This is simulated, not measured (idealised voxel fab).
process module | voxel fin reveal
cross-section cut | 205 nm wide | cells 5 nm
A cross-section is a grid of square cells, given in bands from the top down. A band is one or more rows of cells.
Each band's line starts with the height of the band's top and of its bottom, in nm. Then come its materials from left to right, each with its width in nm. One material with "throughout" fills the band from edge to edge. "air" is empty space.
Height 0 is the level under which the wafer as received is all one material. The lowest band goes on downwards, as in "0 down".
A width such as "30 to 40" changes by the same amount from each row of cells to the next, from the band's top row to its bottom row.
"no change" after a step means that no cell of the cross-section changed.
closed voids: empty space of 8 cells or more with no open way to the top, each as width x height at its distance from the left edge, in nm
after a step's settings: what the simulator itself notes on the step
overlay nm, on a step with a mask: how far to the right of its planned place the mask lay; to the left if negative
plan
1 op RECEIVE | material Si
2 op CONFORMAL_DEP | material SiN | thk nm 5
3 op DIRECTIONAL_DEP | material aC | thk nm 10
4 op PATTERN | tone cover | mask id FINS | material resist | width nm 15 | pitch nm 45 | thk nm 30 | overlay nm 0
5 op DIRECTIONAL_ETCH | etch materials aC | depth nm 10
6 op STRIP | etch materials resist
7 op DIRECTIONAL_ETCH | etch materials SiN | depth nm 5
8 op DIRECTIONAL_ETCH | etch materials Si | depth nm 35
9 op STRIP | etch materials aC
10 op FILL_DEP | material SiO2 | thk nm 15
11 op CMP | height nm 5
12 op SELECTIVE_ETCH | etch materials SiO2 | depth nm 15
13 op STRIP | etch materials SiN
14 op CONFORMAL_DEP | material HfO2 | thk nm 5
first wafer, as planned
as received, after step 1
  0 down: Si throughout
  closed voids: none
after step 2
  5 to 0: SiN throughout
  below 0: unchanged
after step 3
  15 to 5: aC throughout
  below 5: unchanged
after step 4
  45 to 15: air 50 | resist 15 | air 30 | resist 15 | air 30 | resist 15 | air 50
  below 15: unchanged
after step 5
  35 to 15: air 50 | resist 15 | air 30 | resist 15 | air 30 | resist 15 | air 50
  15 to 5: air 50 | aC 15 | air 30 | aC 15 | air 30 | aC 15 | air 50
  below 5: unchanged
after step 6
  15 to 5: air 50 | aC 15 | air 30 | aC 15 | air 30 | aC 15 | air 50
  below 5: unchanged
after step 7
  15 to 5: air 50 | aC 15 | air 30 | aC 15 | air 30 | aC 15 | air 50
  5 to 0: air 50 | SiN 15 | air 30 | SiN 15 | air 30 | SiN 15 | air 50
  below 0: unchanged
after step 8
  15 to 5: air 50 | aC 15 | air 30 | aC 15 | air 30 | aC 15 | air 50
  5 to 0: air 50 | SiN 15 | air 30 | SiN 15 | air 30 | SiN 15 | air 50
  0 to -35: air 50 | Si 15 | air 30 | Si 15 | air 30 | Si 15 | air 50
  below -35: unchanged
after step 9
  5 to 0: air 50 | SiN 15 | air 30 | SiN 15 | air 30 | SiN 15 | air 50
  below 0: unchanged
after step 10
  20 to 5: SiO2 throughout
  5 to 0: SiO2 50 | SiN 15 | SiO2 30 | SiN 15 | SiO2 30 | SiN 15 | SiO2 50
  0 to -35: SiO2 50 | Si 15 | SiO2 30 | Si 15 | SiO2 30 | Si 15 | SiO2 50
  below -35: unchanged
after step 11
  5 to 0: SiO2 50 | SiN 15 | SiO2 30 | SiN 15 | SiO2 30 | SiN 15 | SiO2 50
  below 0: unchanged
after step 12
  5 to 0: air 50 | SiN 15 | air 30 | SiN 15 | air 30 | SiN 15 | air 50
  0 to -10: air 50 | Si 15 | air 30 | Si 15 | air 30 | Si 15 | air 50
  below -10: unchanged
after step 13
  0 to -10: air 50 | Si 15 | air 30 | Si 15 | air 30 | Si 15 | air 50
  below -10: unchanged
after step 14
  5 to 0: air 45 | HfO2 25 | air 20 | HfO2 25 | air 20 | HfO2 25 | air 45
  0 to -5: air 45 | HfO2 5 | Si 15 | HfO2 5 | air 20 | HfO2 5 | Si 15 | HfO2 5 | air 20 | HfO2 5 | Si 15 | HfO2 5 | air 45
  -5 to -10: HfO2 50 | Si 15 | HfO2 30 | Si 15 | HfO2 30 | Si 15 | HfO2 50
  below -10: unchanged
second wafer: like start, like plan, one mistake. Through step 3 it matches the first wafer
when step 4 should have ended
  45 to 15: air 45 | resist 25 | air 20 | resist 25 | air 20 | resist 25 | air 45
  below 15: unchanged
when step 5 should have ended
  35 to 15: air 45 | resist 25 | air 20 | resist 25 | air 20 | resist 25 | air 45
  15 to 5: air 45 | aC 25 | air 20 | aC 25 | air 20 | aC 25 | air 45
  below 5: unchanged
when step 6 should have ended
  15 to 5: air 45 | aC 25 | air 20 | aC 25 | air 20 | aC 25 | air 45
  below 5: unchanged
when step 7 should have ended
  15 to 5: air 45 | aC 25 | air 20 | aC 25 | air 20 | aC 25 | air 45
  5 to 0: air 45 | SiN 25 | air 20 | SiN 25 | air 20 | SiN 25 | air 45
  below 0: unchanged
when step 8 should have ended
  15 to 5: air 45 | aC 25 | air 20 | aC 25 | air 20 | aC 25 | air 45
  5 to 0: air 45 | SiN 25 | air 20 | SiN 25 | air 20 | SiN 25 | air 45
  0 to -35: air 45 | Si 25 | air 20 | Si 25 | air 20 | Si 25 | air 45
  below -35: unchanged
when step 9 should have ended
  5 to 0: air 45 | SiN 25 | air 20 | SiN 25 | air 20 | SiN 25 | air 45
  below 0: unchanged
when step 10 should have ended
  20 to 5: SiO2 throughout
  5 to 0: SiO2 45 | SiN 25 | SiO2 20 | SiN 25 | SiO2 20 | SiN 25 | SiO2 45
  0 to -35: SiO2 45 | Si 25 | SiO2 20 | Si 25 | SiO2 20 | Si 25 | SiO2 45
  below -35: unchanged
when step 11 should have ended
  5 to 0: SiO2 45 | SiN 25 | SiO2 20 | SiN 25 | SiO2 20 | SiN 25 | SiO2 45
  below 0: unchanged
when step 12 should have ended
  5 to 0: air 45 | SiN 25 | air 20 | SiN 25 | air 20 | SiN 25 | air 45
  0 to -10: air 45 | Si 25 | air 20 | Si 25 | air 20 | Si 25 | air 45
  below -10: unchanged
when step 13 should have ended
  0 to -10: air 45 | Si 25 | air 20 | Si 25 | air 20 | Si 25 | air 45
  below -10: unchanged
when step 14 should have ended
  5 to 0: air 40 | HfO2 35 | air 10 | HfO2 35 | air 10 | HfO2 35 | air 40
  0 to -5: air 40 | HfO2 5 | Si 25 | HfO2 5 | air 10 | HfO2 5 | Si 25 | HfO2 5 | air 10 | HfO2 5 | Si 25 | HfO2 5 | air 40
  -5 to -10: HfO2 45 | Si 25 | HfO2 20 | Si 25 | HfO2 20 | Si 25 | HfO2 45
  below -10: unchanged
what went wrong: step 4 ran as: op PATTERN | tone cover | mask id FINS | material resist | width nm 25 | pitch nm 45 | thk nm 30 | overlay nm 0
at the end the second wafer has, in cells: 42 more of Si | 30 fewer of SiO2
